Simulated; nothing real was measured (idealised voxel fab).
Module name: voxel spacer lines (process module)
The cross-section on display is named cut; it measures 220 nm wide, and its cells are 5 nm squares.
In this document a cross-section is written as a grid of square cells. It is given as a series of bands, listed from the top down, and a band is one or more rows of cells.
Per band: top height and bottom height in nm, followed by the left-to-right materials and their widths in nm; "full width" marks a single material spanning edge to edge, "empty" marks empty space.
Where do heights start? At 0: under that level the wafer as delivered is made of one material only. And the lowest band has no floor; it just carries on downward, as in "0 -> down".
Width spec "30 to 40" -> top row of cells at first value, bottom row at second value, equal per-row change in between.
Where the words "no modification" appear for a step, the cross-section shows no cell changed by that step; every cell remained as before.
So "Completely sealed voids" is basically the list of trapped voids: any empty space of 8 cells or more that can't reach the top through an opening. They're written width x height at distance, the distance being from the left edge, and it's all nm.
The remark found on a step's line after its settings is issued by the simulator itself and pertains to that step.
overlay nm: mask right of planned place by this much (step with mask). Neg. = left.

Process steps (planned):
1. RECEIVE | material Si
2. CONFORMAL_DEP | material Al2O3 | thk nm 10
3. DIRECTIONAL_DEP | material TiN | thk nm 15
4. DIRECTIONAL_DEP | material polySi | thk nm 30
5. PATTERN | tone cover | mask id MANDREL | material resist | width nm 25 | pitch nm 70 | thk nm 35 | overlay nm 0
6. DIRECTIONAL_ETCH | etch materials polySi | depth nm 30
7. STRIP | etch materials resist
8. CONFORMAL_DEP | material SiO2 | thk nm 10
9. DIRECTIONAL_ETCH | etch materials SiO2 | depth nm 10
10. STRIP | etch materials polySi
11. DIRECTIONAL_ETCH | etch materials TiN | depth nm 15
12. STRIP | etch materials SiO2
13. FILL_DEP | material SiO2 | thk nm 5
14. CMP | height nm 25

Cross-section of the wafer as it came to us, i.e., already through step 1:
* 0 -> down  Si full width
* Completely sealed voids: none

Same starting wafer, same plan as above, one mistake in the execution; this is the cross-section at the end of the module:
* 20 -> 10  SiO2 (50) / TiN (10) / SiO2 (25) / TiN (10) / SiO2 (25) / TiN (10) / SiO2 (25) / TiN (10) / SiO2 (55)
* 10 -> 0  Al2O3 full width
* 0 -> down  Si full width
* Completely sealed voids: none
Diagnosis: step 14 ran as: CMP | height nm 20
